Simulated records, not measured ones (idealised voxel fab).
process module | voxel ribs on slabs
We display cut, a cross-section 170 nm in width whose square cells are each 5 nm.
When this document writes out a cross-section, it uses a grid of square cells and lists it as bands, beginning at the top and moving down, with a band standing for one or more rows of cells. Top, bottom (nm), then materials left to right with widths (nm); lone material tagged "full width" fills the whole band edge to edge; "blank" = empty space. Height datum 0, below which the as-received substrate wafer is one material. Lowest band open at the bottom, running downward: "from 0 down". Think of "30 to 40" as a width that walks from the first number to the second as you go down the band, top row to bottom row, taking equal-sized steps from row to row. No cell of the cross-section changed in a step that is given as "stayed the same". Any empty space of 8 cells or more lacking an open way to the top shows up in "Voids lacking openings" as width x height at distance, distance from the left edge, in nm. The remark found on a step's line after its settings is issued by the simulator itself and pertains to that step. overlay nm: mask offset rightward from planned place, masked step; negative means leftward offset.

STEPS IN THE PROCESS PLAN
1 RECEIVE, material Si
2 DIRECTIONAL_DEP, material SiO2, thk nm 30
3 DIRECTIONAL_DEP, material polySi, thk nm 25
4 MASKED_ETCH, tone cover, mask id RIB, width nm 30, etch materials polySi, depth nm 15, overlay nm 0
5 DIRECTIONAL_DEP, material aC, thk nm 10
6 PATTERN, tone cover, mask id SLAB, material resist, width nm 80, thk nm 25, overlay nm 0
7 DIRECTIONAL_ETCH, etch materials aC, depth nm 10
8 STRIP, etch materials resist
9 DIRECTIONAL_ETCH, etch materials polySi, depth nm 10
10 STRIP, etch materials aC
11 FILL_DEP, material SiO2, thk nm 15
12 CMP, height nm 65
13 DIRECTIONAL_DEP, material TiN, thk nm 10
14 PATTERN, tone cover, mask id HEATER, material resist, width nm 40, thk nm 15, overlay nm 0
15 DIRECTIONAL_ETCH, etch materials TiN, depth nm 10
16 STRIP, etch materials resist
17 CONFORMAL_DEP, material SiO2, thk nm 10

ON THE FIRST OF THE TWO WAFERS: RUN CONDUCTED ACCORDING TO PLAN

SO THIS IS THE INCOMING WAFER IN CROSS-SECTION - IT'S ALREADY BEEN THROUGH STEP 1
* from 0 down | Si full width
* Voids lacking openings: none

CROSS-SECTION OF THE WAFER AFTER STEP 2
* from 30 to 0 | SiO2 full width
* Below 0, no change.

CROSS-SECTION OF THE WAFER AFTER STEP 3
* from 55 to 30 | polySi full width
* Below 30, no change.

CROSS-SECTION OF THE WAFER AFTER STEP 4
* from 55 to 40 | blank (70), then polySi (30), then blank (70)
* Below 40, no change.

CROSS-SECTION OF THE WAFER AFTER STEP 5
* from 65 to 55 | blank (70), then aC (30), then blank (70)
* from 55 to 50 | blank (70), then polySi (30), then blank (70)
* from 50 to 40 | aC (70), then polySi (30), then aC (70)
* Below 40, no change.

CROSS-SECTION OF THE WAFER AFTER STEP 6
* from 90 to 65 | blank (45), then resist (80), then blank (45)
* from 65 to 55 | blank (45), then resist (25), then aC (30), then resist (25), then blank (45)
* from 55 to 50 | blank (45), then resist (25), then polySi (30), then resist (25), then blank (45)
* Below 50, no change.

CROSS-SECTION OF THE WAFER AFTER STEP 7
* from 80 to 65 | blank (45), then resist (80), then blank (45)
* from 65 to 55 | blank (45), then resist (25), then aC (30), then resist (25), then blank (45)
* from 55 to 50 | blank (45), then resist (25), then polySi (30), then resist (25), then blank (45)
* from 50 to 40 | blank (45), then aC (25), then polySi (30), then aC (25), then blank (45)
* Below 40, no change.

CROSS-SECTION OF THE WAFER AFTER STEP 8
* from 65 to 55 | blank (70), then aC (30), then blank (70)
* from 55 to 50 | blank (70), then polySi (30), then blank (70)
* Below 50, no change.

CROSS-SECTION OF THE WAFER AFTER STEP 9
* from 65 to 55 | blank (70), then aC (30), then blank (70)
* from 55 to 50 | blank (70), then polySi (30), then blank (70)
* from 50 to 40 | blank (45), then aC (25), then polySi (30), then aC (25), then blank (45)
* from 40 to 30 | blank (45), then polySi (80), then blank (45)
* Below 30, no change.

CROSS-SECTION OF THE WAFER AFTER STEP 10
* from 55 to 40 | blank (70), then polySi (30), then blank (70)
* Below 40, no change.

CROSS-SECTION OF THE WAFER AFTER STEP 11
* from 70 to 55 | SiO2 full width
* from 55 to 40 | SiO2 (70), then polySi (30), then SiO2 (70)
* from 40 to 30 | SiO2 (45), then polySi (80), then SiO2 (45)
* Below 30, no change.

CROSS-SECTION OF THE WAFER AFTER STEP 12
* from 65 to 55 | SiO2 full width
* Below 55, no change.

CROSS-SECTION OF THE WAFER AFTER STEP 13
* from 75 to 65 | TiN full width
* Below 65, no change.

CROSS-SECTION OF THE WAFER AFTER STEP 14
* from 90 to 75 | blank (65), then resist (40), then blank (65)
* Below 75, no change.

CROSS-SECTION OF THE WAFER AFTER STEP 15
* from 90 to 75 | blank (65), then resist (40), then blank (65)
* from 75 to 65 | blank (65), then TiN (40), then blank (65)
* Below 65, no change.

CROSS-SECTION OF THE WAFER AFTER STEP 16
* from 75 to 65 | blank (65), then TiN (40), then blank (65)
* Below 65, no change.

CROSS-SECTION OF THE WAFER AFTER STEP 17
* from 85 to 75 | blank (55), then SiO2 (60), then blank (55)
* from 75 to 65 | SiO2 (65), then TiN (40), then SiO2 (65)
* Below 65, no change.

WAFER TWO OF THE PAIR: SAME ORIGIN, SAME PLAN, ONE ERROR DURING THE RUN; IDENTICAL TO WAFER ONE UP TO AND INCLUDING STEP 16

At the planned end of step 17, the second wafer in cross-section: stayed the same
Misprocessing identified: step 17 of the plan got skipped, so it never ran
Final comparison by cell count, materials where the second wafer has more or fewer than the first: -76 SiO2
